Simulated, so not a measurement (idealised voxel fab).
The following process module bears the name voxel ribs on slabs.
Section cut is 295 nm wide and gridded with 5 nm square cells.
Format of a cross-section: grid, square cells. Given as bands. Order: top down. Band: one or more rows of cells. Within each band entry, the heights of the top and of the bottom of the band appear first, in that order and in nm; the materials of the band then follow from left to right, each with its corresponding width in nm. The designation "throughout" on a single material indicates that it fills the band from edge to edge; the designation "blank" indicates empty space. A quick word on heights: they are counted from 0, and under that level the wafer as it came to us is one material throughout. The lowest band is different from the rest in having no bottom; it simply continues downward, written as in "top 0, no bottom". A width given as "30..40" starts at the first number in the band's top row and ends at the second number in its bottom row, shifting by an equal amount at every step from row to row. "identical to before" -> step changed no cross-section cell. Sealed internal voids: empty space of 8 cells or more with no open way to the top, each as width x height at its distance from the left edge, in nm. On a step's line, text after the settings is the simulator commenting on that step. Regarding "overlay nm": on a step with a mask, it is the distance the mask lay to the right of its planned place; a negative value places it to the left.
-- Intended process steps
step 1: RECEIVE (material Si)
step 2: DIRECTIONAL_DEP (material SiO2; thk nm 25)
step 3: DIRECTIONAL_DEP (material polySi; thk nm 15)
step 4: PATTERN (tone cover; mask id RIB; material resist; width nm 30; thk nm 15; overlay nm 0)
step 5: DIRECTIONAL_ETCH (etch materials polySi; depth nm 5)
step 6: STRIP (etch materials resist)
step 7: MASKED_ETCH (tone cover; mask id SLAB; width nm 60; etch materials polySi; depth nm 10; overlay nm 0)
step 8: FILL_DEP (material SiO2; thk nm 20)
step 9: CMP (height nm 55)
step 10: DIRECTIONAL_DEP (material TiN; thk nm 5)
step 11: MASKED_ETCH (tone cover; mask id HEATER; width nm 40; etch materials TiN; depth nm 5; overlay nm 0)
step 12: CONFORMAL_DEP (material SiN; thk nm 5)
-- The first of two wafers, run as planned
-- Received-state cross-section, reflecting completion of step 1
  top 0, no bottom = Si throughout
  Sealed internal voids: none
-- How the wafer stands in section after step 2
  top 25, bottom 0 = SiO2 throughout
  Unchanged below 0.
-- How the wafer stands in section after step 3
  top 40, bottom 25 = polySi throughout
  Unchanged below 25.
-- How the wafer stands in section after step 4
  top 55, bottom 40 = 130 blank, 30 resist, 135 blank
  Unchanged below 40.
-- How the wafer stands in section after step 5
  top 55, bottom 40 = 130 blank, 30 resist, 135 blank
  top 40, bottom 35 = 130 blank, 30 polySi, 135 blank
  Unchanged below 35.
-- How the wafer stands in section after step 6
  top 40, bottom 35 = 130 blank, 30 polySi, 135 blank
  Unchanged below 35.
-- How the wafer stands in section after step 7
  top 40, bottom 35 = 130 blank, 30 polySi, 135 blank
  top 35, bottom 25 = 115 blank, 60 polySi, 120 blank
  Unchanged below 25.
-- How the wafer stands in section after step 8
  top 60, bottom 40 = SiO2 throughout
  top 40, bottom 35 = 130 SiO2, 30 polySi, 135 SiO2
  top 35, bottom 25 = 115 SiO2, 60 polySi, 120 SiO2
  Unchanged below 25.
-- How the wafer stands in section after step 9
  top 55, bottom 40 = SiO2 throughout
  Unchanged below 40.
-- How the wafer stands in section after step 10
  top 60, bottom 55 = TiN throughout
  Unchanged below 55.
-- How the wafer stands in section after step 11
  top 60, bottom 55 = 125 blank, 40 TiN, 130 blank
  Unchanged below 55.
-- How the wafer stands in section after step 12
  top 65, bottom 60 = 120 blank, 50 SiN, 125 blank
  top 60, bottom 55 = 125 SiN, 40 TiN, 130 SiN
  Unchanged below 55.
-- Wafer two of two - same starting point, same process plan, one mistake in execution; matches wafer one up to and including step 11
X-section, second wafer, when step 12 was due to finish: identical to before
The plan and the run diverged here: step 12 of the plan got skipped, so it never ran
At the finish, the second wafer shows more or fewer cells for some materials than the first does: SiN -61
